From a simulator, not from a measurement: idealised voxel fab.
Process module in this document: voxel spacer lines
The cross-section shown here is cut; it is 265 nm wide and divided into square cells measuring 5 nm on a side.
If you're reading a cross-section in this doc, picture square cells in a grid; it comes to you as bands, top ones listed first down to the bottom, and a band can be one or more rows of cells.
Heights first: top, then bottom, in nm. Then materials, left to right, each with a width in nm. "everywhere" on a single material: fills the band edge to edge. "air": empty space.
Heights are expressed relative to 0, this being the level below which the as-received wafer comprises one material exclusively. The lowest band is unbounded in the downward direction and is denoted as in "0 down".
Width spec "30 to 40" -> top row of cells at first value, bottom row at second value, equal per-row change in between.
Take "nothing altered" at face value: in the step it is given for, the cross-section changed in none of its cells.
Empty spaces counting at least 8 cells and having no open way to the top are listed in "Closed cavities". The notation width x height at distance is used for each, the distance being from the left edge and all three values in nm.
Heads up: the bit after the settings on a step's line is the simulator's remark on that step.
overlay nm: how far to the right of its planned place the mask lay on this masked step (negative: to the left).
Process steps - plan:
- 1: RECEIVE (material Si)
- 2: CONFORMAL_DEP (material Al2O3; thk nm 10)
- 3: DIRECTIONAL_DEP (material SiN; thk nm 10)
- 4: DIRECTIONAL_DEP (material aC; thk nm 30)
- 5: PATTERN (tone cover; mask id MANDREL; material resist; width nm 25; pitch nm 80; thk nm 35; overlay nm 0)
- 6: DIRECTIONAL_ETCH (etch materials aC; depth nm 30)
- 7: STRIP (etch materials resist)
- 8: CONFORMAL_DEP (material SiO2; thk nm 15)
- 9: DIRECTIONAL_ETCH (etch materials SiO2; depth nm 15)
- 10: STRIP (etch materials aC)
- 11: DIRECTIONAL_ETCH (etch materials SiN; depth nm 10)
- 12: STRIP (etch materials SiO2)
- 13: FILL_DEP (material lowk; thk nm 10)
- 14: CMP (height nm 20)
Step 1 complete: cross-section of the wafer as received:
    0 down = Si everywhere
    Closed cavities: none
Starting wafer: above. Plan: above. Run: one mistake. Cross-section after the module: below:
    20 to 10 = lowk=25; SiN=15; lowk=25; SiN=15; lowk=25; SiN=15; lowk=25; SiN=15; lowk=25; SiN=15; lowk=25; SiN=15; lowk=25
    10 to 0 = aC everywhere
    0 down = Si everywhere
    Closed cavities: none
Here's what went sideways: contrary to plan, step 2 was performed as CONFORMAL_DEP (material aC; thk nm 10)
